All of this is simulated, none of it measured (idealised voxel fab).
The name of this process module is voxel air gaps.
The figure presents cross-section cut, which has a width of 170 nm and is divided into square cells with an edge length of 5 nm.
A cross-section is a grid of square cells, given in bands from the top down. A band is one or more rows of cells.
Top, bottom (nm), then materials left to right with widths (nm); lone material tagged "full width" fills the whole band edge to edge; "air" = empty space.
Basically, 0 is our baseline, since under it the wafer straight out of the box is all one material. The bottom band has no lower end and keeps on going down, so it looks like "z 0 and below".
The expression "30->40" gives the width at the extremes of the band, the first number at its top row of cells and the second at its bottom row, with the width changing by equal amounts from each row to the next in between.
It should be understood that the words "remains unaltered", when stated for a given step, signify that the cross-section underwent no change in any of its cells during that step.
Closed-off voids of 8+ cells (no open route to the top) go in "Sealed cavities", written width x height at distance from the left edge, in nm.
Past the settings on a step's line: simulator remark, on that step.
What "overlay nm" on a step's line means: if the step has a mask, that mask lay this far to the right of its planned place, or, when the value is negative, to the left.

THIS SECTION LISTS THE PROCESS STEPS THAT WERE PLANNED
step 1: RECEIVE with material Si
step 2: CONFORMAL_DEP with material SiO2, thk nm 10
step 3: CONFORMAL_DEP with material SiN, thk nm 5
step 4: DIRECTIONAL_DEP with material lowk, thk nm 40
step 5: DIRECTIONAL_DEP with material aC, thk nm 10
step 6: PATTERN with tone open, mask id LINES, material resist, width nm 20, pitch nm 45, thk nm 25, overlay nm -15
step 7: DIRECTIONAL_ETCH with etch materials aC, depth nm 10
step 8: STRIP with etch materials resist
step 9: DIRECTIONAL_ETCH with etch materials lowk, depth nm 40
step 10: STRIP with etch materials aC
step 11: CONFORMAL_DEP with material TiN, thk nm 5
step 12: FILL_DEP with material Ru, thk nm 10
step 13: CMP with height nm 55
step 14: EPI with material Ru, thk nm 10
step 15: SELECTIVE_ETCH with etch materials lowk, depth nm 50
step 16: CONFORMAL_DEP with material SiCN, thk nm 5
The wafers in this document start out alike and differ in the overlay nm applied at step 6; the plan shows the value used for the first wafer.

THIS IS HOW THE FIRST OF SEVERAL WAFERS LOOKED IN CROSS-SECTION WHEN IT ARRIVED, WHICH IS AFTER STEP 1
	z 0 and below = Si full width
	Sealed cavities: none

BELOW: A ROW PER WAFER. CONTENTS AT END OF MODULE: FOR EVERY MATERIAL, CELLS GAINED SINCE RECEIPT (+) OR LOST SINCE RECEIPT (-); THEN CLOSED VOIDS
overlay nm -15, +90 Ru, +110 SiCN, +34 SiN, +68 SiO2, +54 TiN, Sealed cavities: 10 x 30 at 0; 15 x 30 at 40; 15 x 30 at 85
overlay nm -10, +90 Ru, +110 SiCN, +34 SiN, +68 SiO2, +54 TiN, Sealed cavities: 15 x 30 at 45; 15 x 30 at 90
overlay nm -5, +90 Ru, +110 SiCN, +34 SiN, +68 SiO2, +54 TiN, Sealed cavities: 15 x 30 at 50; 15 x 30 at 95
overlay nm 0, +90 Ru, +110 SiCN, +34 SiN, +68 SiO2, +54 TiN, Sealed cavities: 15 x 30 at 55; 15 x 30 at 100
overlay nm 5, +90 Ru, +110 SiCN, +34 SiN, +68 SiO2, +54 TiN, Sealed cavities: 15 x 30 at 60; 15 x 30 at 105
overlay nm 10, +90 Ru, +110 SiCN, +34 SiN, +68 SiO2, +54 TiN, Sealed cavities: 15 x 30 at 65; 15 x 30 at 110
overlay nm 15, +90 Ru, +110 SiCN, +34 SiN, +68 SiO2, +54 TiN, Sealed cavities: 15 x 30 at 70; 15 x 30 at 115; 10 x 30 at 160
